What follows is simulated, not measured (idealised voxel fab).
Module name: voxel fin reveal (process module)
cross-section cut | 280 nm wide | cells 5 nm
When this document writes out a cross-section, it uses a grid of square cells and lists it as bands, beginning at the top and moving down, with a band standing for one or more rows of cells.
Basically the band line says how high the top is and how high the bottom is, in nm, and then what's in it from left to right, every material with its width in nm. Empty space shows up as "blank", and if a single material carries "throughout" it runs the full band edge to edge.
It should be noted that heights are counted from 0, beneath which the wafer as supplied is of one material throughout, and that the lowest band possesses no lower boundary but continues downward, as written in "from 0 down".
So if you see something like "30..40" for the width, read it as the top row of the band sitting at the first number and the bottom row at the second, with every row in between moving by the same amount as the last.
What does "remained unchanged" mean for a step? It means no cell of the cross-section changed in that step.
"Trapped voids" - sealed voids, min. 8 cells, no opening to top; format: width x height at distance (distance from left edge; nm throughout).
That trailing text on a step's line, after the settings, is the simulator's own remark on the step.
Steps that use a mask can have "overlay nm" on their line. It says how far the mask sat to the right of where it was meant to be. Negative means to the left.

This section lists the process steps that were planned:
1: RECEIVE with material Si
2: CONFORMAL_DEP with material SiN, thk nm 5
3: PATTERN with tone cover, mask id FINS, material resist, width nm 15, pitch nm 40, thk nm 20, overlay nm 0
4: DIRECTIONAL_ETCH with etch materials SiN, depth nm 5
5: DIRECTIONAL_ETCH with etch materials Si, depth nm 40
6: STRIP with etch materials resist
7: OXIDIZE with depth nm 5
8: FILL_DEP with material SiO2, thk nm 15
9: CMP with height nm 5
10: SELECTIVE_ETCH with etch materials SiO2, depth nm 35
11: STRIP with etch materials SiN

Cross-section: wafer on arrival = after step 1:
- from 0 down: Si throughout
- Trapped voids: none

End-of-module XS, first of two wafers, run as planned:
- from 0 to -30: blank 75 | Si 5 | blank 35 | Si 5 | blank 35 | Si 5 | blank 35 | Si 5 | blank 80
- from -30 to -45: SiO2 75 | Si 5 | SiO2 35 | Si 5 | SiO2 35 | Si 5 | SiO2 35 | Si 5 | SiO2 80
- from -45 down: Si throughout
- Trapped voids: none

Wafer two, end of module, cross-section. Same start, same plan as wafer one. One mistake in the run:
- from 0 to -30: blank 70 | Si 15 | blank 25 | Si 15 | blank 25 | Si 15 | blank 25 | Si 15 | blank 75
- from -30 to -45: SiO2 70 | Si 15 | SiO2 25 | Si 15 | SiO2 25 | Si 15 | SiO2 25 | Si 15 | SiO2 75
- from -45 down: Si throughout
- Trapped voids: none
It is concluded that the wafer was processed incorrectly with respect to the plan, in that step 3, actual vs plan mismatch, actual run PATTERN with tone cover, mask id FINS, material resist, width nm 25, pitch nm 40, thk nm 20, overlay nm 0
Per the end-of-run cell counts, the second wafer holds more or fewer of some materials than the first: +72 Si, -24 SiO2
